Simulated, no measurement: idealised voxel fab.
This is a process module. Its name is voxel lift off.
Cross-section cut: width 295 nm, square cells of 5 nm.
Notation: cross-section as square-cell grid; stated in bands, top first, going down; one or more cell rows per band. The band entry comprises the height of the band's top followed by the height of its bottom, expressed in nm, and subsequently the band's materials from left to right, each stated together with its width in nm. Where a single material is marked with the word "throughout", that material fills the band from edge to edge. The word "blank" represents empty space. Where do heights start? At 0: under that level the wafer as delivered is made of one material only. And the lowest band has no floor; it just carries on downward, as in "0 -> down". Read "30 to 40" as a graded width: first number on top, second number at the bottom, same change between each pair of neighbouring rows. "nothing changed" for a step: no cell of the cross-section changed in that step. Listed in "Enclosed void catalog": every empty space of 8 or more cells without an open way to the top. Form: width x height at distance, the distance being from the left edge, all in nm. after a step's settings: what the simulator itself notes on the step. If you see "overlay nm" on a step's line and that step has a mask, it's telling you how far right of where it was planned the mask ended up; a negative number means it went left instead.
Below is the list of planned process steps:
| 1 | RECEIVE: material Si |
| 2 | CONFORMAL_DEP: material SiO2, thk nm 15 |
| 3 | PATTERN: tone open, mask id LINES, material resist, width nm 15, pitch nm 35, thk nm 25, overlay nm 0 |
| 4 | DIRECTIONAL_DEP: material Ru, thk nm 15 |
| 5 | STRIP: etch materials resist |
| 6 | CONFORMAL_DEP: material SiN, thk nm 5 |
As received (post step 1): cross-section:
	0 -> down | Si throughout
	Enclosed void catalog: none
Run as planned - first of the two wafers cross-sectioned at the end of the module:
	35 -> 30 | blank (80) / SiN (25) / blank (10) / SiN (25) / blank (10) / SiN (25) / blank (10) / SiN (25) / blank (85)
	30 -> 20 | blank (80) / SiN (5) / Ru (15) / SiN (5) / blank (10) / SiN (5) / Ru (15) / SiN (5) / blank (10) / SiN (5) / Ru (15) / SiN (5) / blank (10) / SiN (5) / Ru (15) / SiN (5) / blank (85)
	20 -> 15 | SiN (85) / Ru (15) / SiN (20) / Ru (15) / SiN (20) / Ru (15) / SiN (20) / Ru (15) / SiN (90)
	15 -> 0 | SiO2 throughout
	0 -> down | Si throughout
	Enclosed void catalog: none
Wafer two cross-section, module end. Start and plan unchanged from wafer one; one mistake made during the run:
	35 -> 30 | blank (80) / SiN (30) / blank (5) / SiN (30) / blank (5) / SiN (30) / blank (5) / SiN (30) / blank (80)
	30 -> 20 | blank (80) / SiN (5) / Ru (20) / SiN (5) / blank (5) / SiN (5) / Ru (20) / SiN (5) / blank (5) / SiN (5) / Ru (20) / SiN (5) / blank (5) / SiN (5) / Ru (20) / SiN (5) / blank (80)
	20 -> 15 | SiN (85) / Ru (20) / SiN (15) / Ru (20) / SiN (15) / Ru (20) / SiN (15) / Ru (20) / SiN (85)
	15 -> 0 | SiO2 throughout
	0 -> down | Si throughout
	Enclosed void catalog: none
Which mistake was made when the wafer was run? note that step 3 departed from the planned setting and was carried out as PATTERN: tone open, mask id LINES, material resist, width nm 20, pitch nm 35, thk nm 25, overlay nm 0
Heads up, by the end the second wafer has more or fewer cells of some materials compared to the first: 12 more of Ru
